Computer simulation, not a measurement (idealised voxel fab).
Process module heading - voxel fin reveal
The cross-section shown here is cut; it is 200 nm wide and divided into square cells measuring 5 nm on a side.
Each cross-section below is a grid of square cells, stated as bands in top-down order, with one or more rows of cells making up each band.
A band entry consists of two parts. The first gives the height of the band's top and the height of its bottom, in nm. The rest lists the band's materials from left to right, each with its width in nm. A single material labelled with the word "full width" fills the band from edge to edge, and the word "blank" marks empty space.
Heights are reckoned from 0. Under this level, the received wafer is all of one material. The bottommost band is open-ended downward, for example "top 0, no bottom".
A width given as "30->40" starts at the first number in the band's top row and ends at the second number in its bottom row, shifting by an equal amount at every step from row to row.
"nothing different" -> step changed no cross-section cell.
Closed empty spaces (no open way to the top) of 8 cells or more are what "Enclosed void entries" lists, each as width x height at distance from the left edge, nm for all three.
Where a step's line continues beyond its settings, the continuation is a remark by the simulator itself on that step.
A step's line can hold "overlay nm"; with a mask on that step, the setting says how far right of the planned place the mask lay, while a negative setting says it lay to the left.

**The planned process steps are enumerated hereunder**
1) op RECEIVE | material Si
2) op CONFORMAL_DEP | material SiN | thk nm 10
3) op MASKED_ETCH | tone cover | mask id FINS | width nm 15 | pitch nm 35 | etch materials SiN | depth nm 10 | overlay nm 0
4) op MASKED_ETCH | tone cover | mask id FINS | width nm 15 | pitch nm 35 | etch materials Si | depth nm 35 | overlay nm 0
5) op OXIDIZE | depth nm 5
6) op FILL_DEP | material SiO2 | thk nm 10
7) op CMP | height nm 10
8) op SELECTIVE_ETCH | etch materials SiO2 | depth nm 35
9) op STRIP | etch materials SiN
10) op CONFORMAL_DEP | material HfO2 | thk nm 5

**Cross-section of the wafer as it came to us, i.e., already through step 1**
  top 0, no bottom = Si full width
  Enclosed void entries: none

**Starting wafer: above. Plan: above. Run: one mistake. Cross-section after the module: below**
  top 5, bottom 0 = blank (40)  HfO2 (15)  blank (20)  HfO2 (15)  blank (20)  HfO2 (15)  blank (20)  HfO2 (15)  blank (40)
  top 0, bottom -20 = blank (40)  HfO2 (5)  Si (5)  HfO2 (5)  blank (20)  HfO2 (5)  Si (5)  HfO2 (5)  blank (20)  HfO2 (5)  Si (5)  HfO2 (5)  blank (20)  HfO2 (5)  Si (5)  HfO2 (5)  blank (40)
  top -20, bottom -25 = HfO2 (10)  blank (30)  HfO2 (5)  Si (5)  HfO2 (5)  blank (20)  HfO2 (5)  Si (5)  HfO2 (5)  blank (20)  HfO2 (5)  Si (5)  HfO2 (5)  blank (20)  HfO2 (5)  Si (5)  HfO2 (5)  blank (30)  HfO2 (10)
  top -25, bottom -30 = SiO2 (5)  HfO2 (5)  blank (30)  HfO2 (5)  Si (5)  HfO2 (5)  blank (20)  HfO2 (5)  Si (5)  HfO2 (5)  blank (20)  HfO2 (5)  Si (5)  HfO2 (5)  blank (20)  HfO2 (5)  Si (5)  HfO2 (5)  blank (30)  HfO2 (5)  SiO2 (5)
  top -30, bottom -35 = SiO2 (5)  HfO2 (40)  Si (5)  HfO2 (30)  Si (5)  HfO2 (30)  Si (5)  HfO2 (30)  Si (5)  HfO2 (40)  SiO2 (5)
  top -35, bottom -40 = SiO2 (45)  Si (5)  SiO2 (30)  Si (5)  SiO2 (30)  Si (5)  SiO2 (30)  Si (5)  SiO2 (45)
  top -40, no bottom = Si full width
  Enclosed void entries: none
Heads up, the wafer didn't run the way we planned it: steps 8 and 9 of the plan were each performed in the slot designated for the other
